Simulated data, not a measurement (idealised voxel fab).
This section sets out a process module, namely voxel wiring stack.
Square cell edge 5 nm, section width 240 nm, ID cut.
Cross-section, as written here: a square-cell grid given band by band from the top down, where a band holds one or more rows of cells.
The entry gives the band's vertical extent as a top height and a bottom height in nm, then its horizontal make-up as materials from left to right, each with a width in nm. "air" stands for empty space; a single material marked "full width" fills the band edge to edge.
Ref level 0: as-received wafer is one material below here. Bottom band extends down with no lower bound ("0 nm and below").
Top row gets the first number, bottom row gets the second, and each row in between changes by the same step: that is how a band width like "30->40" works.
Key: "nothing got changed" - step with no changed cell in the cross-section.
"Sealed-off cavities" means: voids of 8 cells or more that are shut off from the top with no open way through. Written width x height at distance, distance from the left edge, in nm.
It should be noted that, on the line of a given step, the content following the step's settings is a remark produced by the simulator itself with respect to that step.
On any step carrying a mask, the "overlay nm" setting, if present on the step's line, tells how far right of its planned place the mask lay; negative values point to the left.

[List of planned process steps]
1 RECEIVE, material Si
2 CONFORMAL_DEP, material SiO2, thk nm 15
3 CONFORMAL_DEP, material SiCN, thk nm 5
4 DIRECTIONAL_DEP, material lowk, thk nm 20
5 PATTERN, tone open, mask id METAL_1, material resist, width nm 20, pitch nm 45, thk nm 15, overlay nm 0
6 DIRECTIONAL_ETCH, etch materials lowk, depth nm 20
7 DIRECTIONAL_ETCH, etch materials SiCN, depth nm 5
8 STRIP, etch materials resist
9 CONFORMAL_DEP, material TiN, thk nm 5
10 FILL_DEP, material Cu, thk nm 10
11 CMP, height nm 40
12 EPI, material Ru, thk nm 5
13 FILL_DEP, material SiCN, thk nm 5
14 DIRECTIONAL_DEP, material SiO2, thk nm 25
15 MASKED_ETCH, tone open, mask id METAL_2, width nm 20, pitch nm 45, etch materials SiO2, depth nm 15, overlay nm 0
16 PATTERN, tone open, mask id METAL_2_HOLES, material resist, width nm 15, pitch nm 45, thk nm 20, overlay nm 0
17 DIRECTIONAL_ETCH, etch materials SiO2, depth nm 10
18 DIRECTIONAL_ETCH, etch materials SiCN, depth nm 5
19 STRIP, etch materials resist
20 CONFORMAL_DEP, material TiN, thk nm 5
21 FILL_DEP, material Cu, thk nm 10
22 CMP, height nm 75
23 CONFORMAL_DEP, material SiCN, thk nm 5
24 DIRECTIONAL_DEP, material SiO2, thk nm 30
25 PATTERN, tone open, mask id METAL_3, material resist, width nm 20, pitch nm 45, thk nm 20, overlay nm 0
26 DIRECTIONAL_ETCH, etch materials SiO2, depth nm 20
27 STRIP, etch materials resist
28 MASKED_ETCH, tone open, mask id METAL_3_HOLES, width nm 15, pitch nm 45, etch materials SiO2, depth nm 10, overlay nm 0
29 MASKED_ETCH, tone open, mask id METAL_3_HOLES, width nm 15, pitch nm 45, etch materials SiCN, depth nm 5, overlay nm 0
30 CONFORMAL_DEP, material TiN, thk nm 5
31 FILL_DEP, material Cu, thk nm 10
32 CMP, height nm 110
33 CONFORMAL_DEP, material SiCN, thk nm 5

[What follows covers the first of two wafers; it ran as planned]

[Cross-section of the incoming wafer, state after step 1]
    0 nm and below  Si full width
    Sealed-off cavities: none

[Wafer section view after processing step 2]
    15 nm to 0 nm  SiO2 full width
    Whatever lies below 0 is exactly as it was before.

[Wafer section view after processing step 3]
    20 nm to 15 nm  SiCN full width
    Whatever lies below 15 is exactly as it was before.

[Wafer section view after processing step 4]
    40 nm to 20 nm  lowk full width
    Whatever lies below 20 is exactly as it was before.

[Wafer section view after processing step 5]
    55 nm to 40 nm  65 resist  20 air  25 resist  20 air  25 resist  20 air  65 resist
    Whatever lies below 40 is exactly as it was before.

[Wafer section view after processing step 6]
    55 nm to 40 nm  65 resist  20 air  25 resist  20 air  25 resist  20 air  65 resist
    40 nm to 20 nm  65 lowk  20 air  25 lowk  20 air  25 lowk  20 air  65 lowk
    Whatever lies below 20 is exactly as it was before.

[Wafer section view after processing step 7]
    55 nm to 40 nm  65 resist  20 air  25 resist  20 air  25 resist  20 air  65 resist
    40 nm to 20 nm  65 lowk  20 air  25 lowk  20 air  25 lowk  20 air  65 lowk
    20 nm to 15 nm  65 SiCN  20 air  25 SiCN  20 air  25 SiCN  20 air  65 SiCN
    Whatever lies below 15 is exactly as it was before.

[Wafer section view after processing step 8]
    40 nm to 20 nm  65 lowk  20 air  25 lowk  20 air  25 lowk  20 air  65 lowk
    Whatever lies below 20 is exactly as it was before.

[Wafer section view after processing step 9]
    45 nm to 40 nm  70 TiN  10 air  35 TiN  10 air  35 TiN  10 air  70 TiN
    40 nm to 20 nm  65 lowk  5 TiN  10 air  5 TiN  25 lowk  5 TiN  10 air  5 TiN  25 lowk  5 TiN  10 air  5 TiN  65 lowk
    20 nm to 15 nm  65 SiCN  20 TiN  25 SiCN  20 TiN  25 SiCN  20 TiN  65 SiCN
    Whatever lies below 15 is exactly as it was before.

[Wafer section view after processing step 10]
    55 nm to 45 nm  Cu full width
    45 nm to 40 nm  70 TiN  10 Cu  35 TiN  10 Cu  35 TiN  10 Cu  70 TiN
    40 nm to 20 nm  65 lowk  5 TiN  10 Cu  5 TiN  25 lowk  5 TiN  10 Cu  5 TiN  25 lowk  5 TiN  10 Cu  5 TiN  65 lowk
    Whatever lies below 20 is exactly as it was before.

[Wafer section view after processing step 11]
    40 nm to 20 nm  65 lowk  5 TiN  10 Cu  5 TiN  25 lowk  5 TiN  10 Cu  5 TiN  25 lowk  5 TiN  10 Cu  5 TiN  65 lowk
    Whatever lies below 20 is exactly as it was before.

[Wafer section view after processing step 12]
    45 nm to 40 nm  60 air  30 Ru  15 air  30 Ru  15 air  30 Ru  60 air
    Whatever lies below 40 is exactly as it was before.

[Wafer section view after processing step 13]
    50 nm to 45 nm  SiCN full width
    45 nm to 40 nm  60 SiCN  30 Ru  15 SiCN  30 Ru  15 SiCN  30 Ru  60 SiCN
    Whatever lies below 40 is exactly as it was before.

[Wafer section view after processing step 14]
    75 nm to 50 nm  SiO2 full width
    Whatever lies below 50 is exactly as it was before.

[Wafer section view after processing step 15]
    75 nm to 60 nm  65 SiO2  20 air  25 SiO2  20 air  25 SiO2  20 air  65 SiO2
    Whatever lies below 60 is exactly as it was before.

[Wafer section view after processing step 16]
    95 nm to 75 nm  65 resist  15 air  30 resist  15 air  30 resist  15 air  70 resist
    75 nm to 60 nm  65 SiO2  15 air  5 resist  25 SiO2  15 air  5 resist  25 SiO2  15 air  5 resist  65 SiO2
    Whatever lies below 60 is exactly as it was before.

[Wafer section view after processing step 17]
    95 nm to 75 nm  65 resist  15 air  30 resist  15 air  30 resist  15 air  70 resist
    75 nm to 60 nm  65 SiO2  15 air  5 resist  25 SiO2  15 air  5 resist  25 SiO2  15 air  5 resist  65 SiO2
    60 nm to 50 nm  65 SiO2  15 air  30 SiO2  15 air  30 SiO2  15 air  70 SiO2
    Whatever lies below 50 is exactly as it was before.

[Wafer section view after processing step 18]
    95 nm to 75 nm  65 resist  15 air  30 resist  15 air  30 resist  15 air  70 resist
    75 nm to 60 nm  65 SiO2  15 air  5 resist  25 SiO2  15 air  5 resist  25 SiO2  15 air  5 resist  65 SiO2
    60 nm to 50 nm  65 SiO2  15 air  30 SiO2  15 air  30 SiO2  15 air  70 SiO2
    50 nm to 45 nm  65 SiCN  15 air  30 SiCN  15 air  30 SiCN  15 air  70 SiCN
    Whatever lies below 45 is exactly as it was before.

[Wafer section view after processing step 19]
    75 nm to 60 nm  65 SiO2  20 air  25 SiO2  20 air  25 SiO2  20 air  65 SiO2
    Whatever lies below 60 is exactly as it was before.

[Wafer section view after processing step 20]
    80 nm to 75 nm  70 TiN  10 air  35 TiN  10 air  35 TiN  10 air  70 TiN
    75 nm to 65 nm  65 SiO2  5 TiN  10 air  5 TiN  25 SiO2  5 TiN  10 air  5 TiN  25 SiO2  5 TiN  10 air  5 TiN  65 SiO2
    65 nm to 60 nm  65 SiO2  5 TiN  5 air  10 TiN  25 SiO2  5 TiN  5 air  10 TiN  25 SiO2  5 TiN  5 air  10 TiN  65 SiO2
    60 nm to 50 nm  65 SiO2  5 TiN  5 air  5 TiN  30 SiO2  5 TiN  5 air  5 TiN  30 SiO2  5 TiN  5 air  5 TiN  70 SiO2
    50 nm to 45 nm  65 SiCN  15 TiN  30 SiCN  15 TiN  30 SiCN  15 TiN  70 SiCN
    Whatever lies below 45 is exactly as it was before.

[Wafer section view after processing step 21]
    90 nm to 80 nm  Cu full width
    80 nm to 75 nm  70 TiN  10 Cu  35 TiN  10 Cu  35 TiN  10 Cu  70 TiN
    75 nm to 65 nm  65 SiO2  5 TiN  10 Cu  5 TiN  25 SiO2  5 TiN  10 Cu  5 TiN  25 SiO2  5 TiN  10 Cu  5 TiN  65 SiO2
    65 nm to 60 nm  65 SiO2  5 TiN  5 Cu  10 TiN  25 SiO2  5 TiN  5 Cu  10 TiN  25 SiO2  5 TiN  5 Cu  10 TiN  65 SiO2
    60 nm to 50 nm  65 SiO2  5 TiN  5 Cu  5 TiN  30 SiO2  5 TiN  5 Cu  5 TiN  30 SiO2  5 TiN  5 Cu  5 TiN  70 SiO2
    Whatever lies below 50 is exactly as it was before.

[Wafer section view after processing step 22]
    75 nm to 65 nm  65 SiO2  5 TiN  10 Cu  5 TiN  25 SiO2  5 TiN  10 Cu  5 TiN  25 SiO2  5 TiN  10 Cu  5 TiN  65 SiO2
    Whatever lies below 65 is exactly as it was before.

[Wafer section view after processing step 23]
    80 nm to 75 nm  SiCN full width
    Whatever lies below 75 is exactly as it was before.

[Wafer section view after processing step 24]
    110 nm to 80 nm  SiO2 full width
    Whatever lies below 80 is exactly as it was before.

[Wafer section view after processing step 25]
    130 nm to 110 nm  65 resist  20 air  25 resist  20 air  25 resist  20 air  65 resist
    Whatever lies below 110 is exactly as it was before.

[Wafer section view after processing step 26]
    130 nm to 110 nm  65 resist  20 air  25 resist  20 air  25 resist  20 air  65 resist
    110 nm to 90 nm  65 SiO2  20 air  25 SiO2  20 air  25 SiO2  20 air  65 SiO2
    Whatever lies below 90 is exactly as it was before.

[Wafer section view after processing step 27]
    110 nm to 90 nm  65 SiO2  20 air  25 SiO2  20 air  25 SiO2  20 air  65 SiO2
    Whatever lies below 90 is exactly as it was before.

[Wafer section view after processing step 28]
    110 nm to 90 nm  65 SiO2  20 air  25 SiO2  20 air  25 SiO2  20 air  65 SiO2
    90 nm to 80 nm  65 SiO2  15 air  30 SiO2  15 air  30 SiO2  15 air  70 SiO2
    Whatever lies below 80 is exactly as it was before.

[Wafer section view after processing step 29]
    110 nm to 90 nm  65 SiO2  20 air  25 SiO2  20 air  25 SiO2  20 air  65 SiO2
    90 nm to 80 nm  65 SiO2  15 air  30 SiO2  15 air  30 SiO2  15 air  70 SiO2
    80 nm to 75 nm  65 SiCN  15 air  30 SiCN  15 air  30 SiCN  15 air  70 SiCN
    Whatever lies below 75 is exactly as it was before.

[Wafer section view after processing step 30]
    115 nm to 110 nm  70 TiN  10 air  35 TiN  10 air  35 TiN  10 air  70 TiN
    110 nm to 95 nm  65 SiO2  5 TiN  10 air  5 TiN  25 SiO2  5 TiN  10 air  5 TiN  25 SiO2  5 TiN  10 air  5 TiN  65 SiO2
    95 nm to 90 nm  65 SiO2  5 TiN  5 air  10 TiN  25 SiO2  5 TiN  5 air  10 TiN  25 SiO2  5 TiN  5 air  10 TiN  65 SiO2
    90 nm to 80 nm  65 SiO2  5 TiN  5 air  5 TiN  30 SiO2  5 TiN  5 air  5 TiN  30 SiO2  5 TiN  5 air  5 TiN  70 SiO2
    80 nm to 75 nm  65 SiCN  15 TiN  30 SiCN  15 TiN  30 SiCN  15 TiN  70 SiCN
    Whatever lies below 75 is exactly as it was before.

[Wafer section view after processing step 31]
    125 nm to 115 nm  Cu full width
    115 nm to 110 nm  70 TiN  10 Cu  35 TiN  10 Cu  35 TiN  10 Cu  70 TiN
    110 nm to 95 nm  65 SiO2  5 TiN  10 Cu  5 TiN  25 SiO2  5 TiN  10 Cu  5 TiN  25 SiO2  5 TiN  10 Cu  5 TiN  65 SiO2
    95 nm to 90 nm  65 SiO2  5 TiN  5 Cu  10 TiN  25 SiO2  5 TiN  5 Cu  10 TiN  25 SiO2  5 TiN  5 Cu  10 TiN  65 SiO2
    90 nm to 80 nm  65 SiO2  5 TiN  5 Cu  5 TiN  30 SiO2  5 TiN  5 Cu  5 TiN  30 SiO2  5 TiN  5 Cu  5 TiN  70 SiO2
    Whatever lies below 80 is exactly as it was before.

[Wafer section view after processing step 32]
    110 nm to 95 nm  65 SiO2  5 TiN  10 Cu  5 TiN  25 SiO2  5 TiN  10 Cu  5 TiN  25 SiO2  5 TiN  10 Cu  5 TiN  65 SiO2
    Whatever lies below 95 is exactly as it was before.

[Wafer section view after processing step 33]
    115 nm to 110 nm  SiCN full width
    Whatever lies below 110 is exactly as it was before.

[The second wafer: identical to the first at the outset and in its planned sequence, differing only in that one mistake was made during processing; up to and including step 23, its path is the first wafer's path]

[Second wafer, sectioned view, at step 24's planned end time]
    140 nm to 80 nm  SiO2 full width
    Whatever lies below 80 is exactly as it was before.

[Second wafer, sectioned view, at step 25's planned end time]
    160 nm to 140 nm  65 resist  20 air  25 resist  20 air  25 resist  20 air  65 resist
    Whatever lies below 140 is exactly as it was before.

[Second wafer, sectioned view, at step 26's planned end time]
    160 nm to 140 nm  65 resist  20 air  25 resist  20 air  25 resist  20 air  65 resist
    140 nm to 120 nm  65 SiO2  20 air  25 SiO2  20 air  25 SiO2  20 air  65 SiO2
    Whatever lies below 120 is exactly as it was before.

[Second wafer, sectioned view, at step 27's planned end time]
    140 nm to 120 nm  65 SiO2  20 air  25 SiO2  20 air  25 SiO2  20 air  65 SiO2
    Whatever lies below 120 is exactly as it was before.

[Second wafer, sectioned view, at step 28's planned end time]
    140 nm to 120 nm  65 SiO2  20 air  25 SiO2  20 air  25 SiO2  20 air  65 SiO2
    120 nm to 110 nm  65 SiO2  15 air  30 SiO2  15 air  30 SiO2  15 air  70 SiO2
    Whatever lies below 110 is exactly as it was before.

Second wafer, sectioned view, at step 29's planned end time: nothing got changed

[Second wafer, sectioned view, at step 30's planned end time]
    145 nm to 140 nm  70 TiN  10 air  35 TiN  10 air  35 TiN  10 air  70 TiN
    140 nm to 125 nm  65 SiO2  5 TiN  10 air  5 TiN  25 SiO2  5 TiN  10 air  5 TiN  25 SiO2  5 TiN  10 air  5 TiN  65 SiO2
    125 nm to 115 nm  65 SiO2  5 TiN  5 air  10->5 TiN  25->30 SiO2  5 TiN  5 air  10->5 TiN  25->30 SiO2  5 TiN  5 air  10->5 TiN  65->70 SiO2
    115 nm to 110 nm  65 SiO2  15 TiN  30 SiO2  15 TiN  30 SiO2  15 TiN  70 SiO2
    Whatever lies below 110 is exactly as it was before.

[Second wafer, sectioned view, at step 31's planned end time]
    155 nm to 145 nm  Cu full width
    145 nm to 140 nm  70 TiN  10 Cu  35 TiN  10 Cu  35 TiN  10 Cu  70 TiN
    140 nm to 125 nm  65 SiO2  5 TiN  10 Cu  5 TiN  25 SiO2  5 TiN  10 Cu  5 TiN  25 SiO2  5 TiN  10 Cu  5 TiN  65 SiO2
    125 nm to 115 nm  65 SiO2  5 TiN  5 Cu  10->5 TiN  25->30 SiO2  5 TiN  5 Cu  10->5 TiN  25->30 SiO2  5 TiN  5 Cu  10->5 TiN  65->70 SiO2
    Whatever lies below 115 is exactly as it was before.

[Second wafer, sectioned view, at step 32's planned end time]
    110 nm to 80 nm  SiO2 full width
    Whatever lies below 80 is exactly as it was before.

[Second wafer, sectioned view, at step 33's planned end time]
    115 nm to 110 nm  SiCN full width
    Whatever lies below 110 is exactly as it was before.
Run error: it should be noted that step 24 of the plan was executed twice
Upon completion, the second wafer contains, in terms of cells, a greater or smaller amount of certain materials than the first wafer: -27 Cu | +9 SiCN | +66 SiO2 | -48 TiN
